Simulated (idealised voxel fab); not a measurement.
The process module that follows is named voxel wiring stack.
Section shown: cut. Width: 270 nm. Cell size: 5 nm, square.
Think of the cross-section as a grid of square cells. We describe it in bands, top to bottom, and each band covers one or more rows of those cells. Each band's line starts with the height of the band's top and of its bottom, in nm. Then come its materials from left to right, each with its width in nm. One material with "all across" fills the band from edge to edge. "empty" is empty space. Basically, 0 is our baseline, since under it the wafer straight out of the box is all one material. The bottom band has no lower end and keeps on going down, so it looks like "from 0 down". Quick explanation for "30..40": the width changes in equal steps down the rows of cells, from the first number in the band's top row to the second number in its bottom row. "remained the same" (step): cross-section cells unchanged, all of them. In the "Completely sealed voids" entry, you get each enclosed empty space of 8 cells or more, one with no open way to the top, written width x height at distance, distance from the left edge, in nm. Step line, after settings: the simulator's comment on this step. The "overlay nm" setting may appear on a step's line; for a step that uses a mask, it gives how far to the right of its planned position the mask lay, and a negative value indicates the left.

### Here's what the planned process steps look like
| 1 | op RECEIVE | material Si |
| 2 | op CONFORMAL_DEP | material SiO2 | thk nm 10 |
| 3 | op DIRECTIONAL_DEP | material TiN | thk nm 5 |
| 4 | op DIRECTIONAL_DEP | material W | thk nm 20 |
| 5 | op MASKED_ETCH | tone cover | mask id METAL_1 | width nm 25 | pitch nm 55 | etch materials W | depth nm 20 | overlay nm 0 |
| 6 | op MASKED_ETCH | tone cover | mask id METAL_1 | width nm 25 | pitch nm 55 | etch materials TiN | depth nm 5 | overlay nm 0 |
| 7 | op CONFORMAL_DEP | material SiCN | thk nm 5 |
| 8 | op FILL_DEP | material SiO2 | thk nm 5 |
| 9 | op CMP | height nm 35 |
| 10 | op CONFORMAL_DEP | material SiCN | thk nm 5 |
| 11 | op DIRECTIONAL_DEP | material lowk | thk nm 15 |
| 12 | op DIRECTIONAL_DEP | material aC | thk nm 15 |
| 13 | op PATTERN | tone open | mask id PLUG_1 | material resist | width nm 15 | pitch nm 55 | thk nm 30 | overlay nm 0 |
| 14 | op DIRECTIONAL_ETCH | etch materials aC | depth nm 15 |
| 15 | op STRIP | etch materials resist |
| 16 | op DIRECTIONAL_ETCH | etch materials lowk | depth nm 15 |
| 17 | op DIRECTIONAL_ETCH | etch materials SiCN | depth nm 5 |
| 18 | op STRIP | etch materials aC |
| 19 | op CONFORMAL_DEP | material TiN | thk nm 5 |
| 20 | op FILL_DEP | material Cu | thk nm 10 |
| 21 | op CMP | height nm 55 |
| 22 | op DIRECTIONAL_DEP | material TiN | thk nm 5 |
| 23 | op DIRECTIONAL_DEP | material Ru | thk nm 20 |
| 24 | op DIRECTIONAL_DEP | material aC | thk nm 15 |
| 25 | op PATTERN | tone cover | mask id METAL_2 | material resist | width nm 25 | pitch nm 55 | thk nm 35 | overlay nm 0 |
| 26 | op DIRECTIONAL_ETCH | etch materials aC | depth nm 15 |
| 27 | op STRIP | etch materials resist |
| 28 | op DIRECTIONAL_ETCH | etch materials Ru | depth nm 20 |
| 29 | op DIRECTIONAL_ETCH | etch materials TiN | depth nm 5 |
| 30 | op STRIP | etch materials aC |
| 31 | op FILL_DEP | material SiO2 | thk nm 5 |
| 32 | op CMP | height nm 80 |
| 33 | op CONFORMAL_DEP | material SiCN | thk nm 5 |
| 34 | op DIRECTIONAL_DEP | material lowk | thk nm 30 |
| 35 | op PATTERN | tone open | mask id METAL_3 | material resist | width nm 25 | pitch nm 55 | thk nm 20 | overlay nm 0 |
| 36 | op DIRECTIONAL_ETCH | etch materials lowk | depth nm 15 |
| 37 | op STRIP | etch materials resist |
| 38 | op DIRECTIONAL_DEP | material aC | thk nm 15 |
| 39 | op PATTERN | tone open | mask id METAL_3_HOLES | material resist | width nm 15 | thk nm 35 | overlay nm 0 |
| 40 | op DIRECTIONAL_ETCH | etch materials aC | depth nm 15 |
| 41 | op STRIP | etch materials resist |
| 42 | op DIRECTIONAL_ETCH | etch materials lowk | depth nm 15 |
| 43 | op DIRECTIONAL_ETCH | etch materials SiCN | depth nm 5 |
| 44 | op STRIP | etch materials aC |
| 45 | op CONFORMAL_DEP | material TiN | thk nm 5 |
| 46 | op FILL_DEP | material Cu | thk nm 10 |
| 47 | op CMP | height nm 115 |
| 48 | op CONFORMAL_DEP | material SiN | thk nm 5 |

### Cross-section of the wafer as it came to us, i.e., already through step 1
	from 0 down = Si all across
	Completely sealed voids: none

### Final cross-section, module run with one mistake (start and plan as above)
	from 120 to 115 = SiN all across
	from 115 to 90 = lowk (95); TiN (5); Cu (15); TiN (5); lowk (30); TiN (5); Cu (15); TiN (5); lowk (95)
	from 90 to 85 = lowk (95); TiN (5); Cu (5); TiN (15); lowk (30); TiN (25); lowk (95)
	from 85 to 80 = SiCN (95); TiN (15); SiCN (160)
	from 80 to 60 = SiO2 (95); Ru (25); SiO2 (30); Ru (25); SiO2 (95)
	from 60 to 55 = SiO2 (95); TiN (25); SiO2 (30); TiN (25); SiO2 (95)
	from 55 to 40 = lowk (95); TiN (5); Cu (5); TiN (5); lowk (40); TiN (5); Cu (5); TiN (5); lowk (105)
	from 40 to 35 = SiCN (95); TiN (15); SiCN (40); TiN (15); SiCN (105)
	from 35 to 15 = SiO2 (90); SiCN (5); W (25); SiCN (5); SiO2 (20); SiCN (5); W (25); SiCN (5); SiO2 (90)
	from 15 to 10 = SiCN (95); TiN (25); SiCN (30); TiN (25); SiCN (95)
	from 10 to 0 = SiO2 all across
	from 0 down = Si all across
	Completely sealed voids: none
What broke from the plan during processing? regarding the plan, step 36 was run twice
